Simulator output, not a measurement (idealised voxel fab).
Title: Process Module voxel ribs on slabs
Square cell edge 5 nm, section width 185 nm, ID cut.
Cross-section spec: square-cell grid; bands listed top down; each band is one or more rows.
Within each band entry, the heights of the top and of the bottom of the band appear first, in that order and in nm; the materials of the band then follow from left to right, each with its corresponding width in nm. The designation "all across" on a single material indicates that it fills the band from edge to edge; the designation "air" indicates empty space.
Below 0: as-received wafer, all one material; heights counted from there. Lowest band: no bottom, goes on down, written "top 0, no bottom".
The notation "30->40" denotes a width that varies across the rows of cells in the band, beginning at the first number in the top row, finishing at the second number in the bottom row, and changing by an identical amount from each row to the next.
Where the words "everything unchanged" appear for a step, the cross-section shows no cell changed by that step; every cell remained as before.
"Sealed-off cavities" lists enclosed empty spaces (at least 8 cells, no open path upward to the top), each as width x height at distance from the left edge, in nm.
That trailing text on a step's line, after the settings, is the simulator's own remark on the step.
overlay nm: right-of-plan distance of the mask on a masked step; negative values mean left-of-plan.
This section lists the process steps that were planned
1,RECEIVE,material Si
2,DIRECTIONAL_DEP,material SiO2,thk nm 30
3,DIRECTIONAL_DEP,material SiN,thk nm 15
4,DIRECTIONAL_DEP,material aC,thk nm 15
5,PATTERN,tone cover,mask id RIB,material resist,width nm 20,thk nm 35,overlay nm 0
6,DIRECTIONAL_ETCH,etch materials aC,depth nm 15
7,STRIP,etch materials resist
8,DIRECTIONAL_ETCH,etch materials SiN,depth nm 5
9,STRIP,etch materials aC
10,DIRECTIONAL_DEP,material aC,thk nm 10
11,PATTERN,tone cover,mask id SLAB,material resist,width nm 80,thk nm 30,overlay nm 0
12,DIRECTIONAL_ETCH,etch materials aC,depth nm 10
13,STRIP,etch materials resist
14,DIRECTIONAL_ETCH,etch materials SiN,depth nm 10
15,STRIP,etch materials aC
16,FILL_DEP,material SiO2,thk nm 15
17,CMP,height nm 55
18,DIRECTIONAL_DEP,material W,thk nm 10
19,MASKED_ETCH,tone cover,mask id HEATER,width nm 40,etch materials W,depth nm 10,overlay nm 0
20,CONFORMAL_DEP,material SiN,thk nm 10
All wafers enter the flow in the same state. The width nm at step 5 differs from wafer to wafer, and the plan gives the value for the first wafer.
Cross-section: the first of several wafers in its as-received state, i.e. following step 1
top 0, no bottom: Si all across
Sealed-off cavities: none
The cross-section of the first of several wafers is given below for the end of the module, after its final step, step 20
top 75, bottom 65: air (60), then SiN (60), then air (65)
top 65, bottom 55: SiN (70), then W (40), then SiN (75)
top 55, bottom 45: SiO2 all across
top 45, bottom 40: SiO2 (80), then SiN (20), then SiO2 (85)
top 40, bottom 30: SiO2 (50), then SiN (80), then SiO2 (55)
top 30, bottom 0: SiO2 all across
top 0, no bottom: Si all across
Sealed-off cavities: none
Final wafer cross-section at module end
top 75, bottom 65: air (60), then SiN (60), then air (65)
top 65, bottom 55: SiN (70), then W (40), then SiN (75)
top 55, bottom 45: SiO2 all across
top 45, bottom 40: SiO2 (70), then SiN (45), then SiO2 (70)
top 40, bottom 30: SiO2 (50), then SiN (80), then SiO2 (55)
top 30, bottom 0: SiO2 all across
top 0, no bottom: Si all across
Sealed-off cavities: none
Below, a row for every wafer. Read it as the end-of-module picture: for each material the wafer shows its cells gained (+) or lost (-) since it was received, and then its closed voids
width nm 20, +118 SiN, +371 SiO2, +16 W, Sealed-off cavities: none
width nm 25, +119 SiN, +370 SiO2, +16 W, Sealed-off cavities: none
width nm 30, +120 SiN, +369 SiO2, +16 W, Sealed-off cavities: none
width nm 35, +121 SiN, +368 SiO2, +16 W, Sealed-off cavities: none
width nm 40, +122 SiN, +367 SiO2, +16 W, Sealed-off cavities: none
width nm 45, +123 SiN, +366 SiO2, +16 W, Sealed-off cavities: none
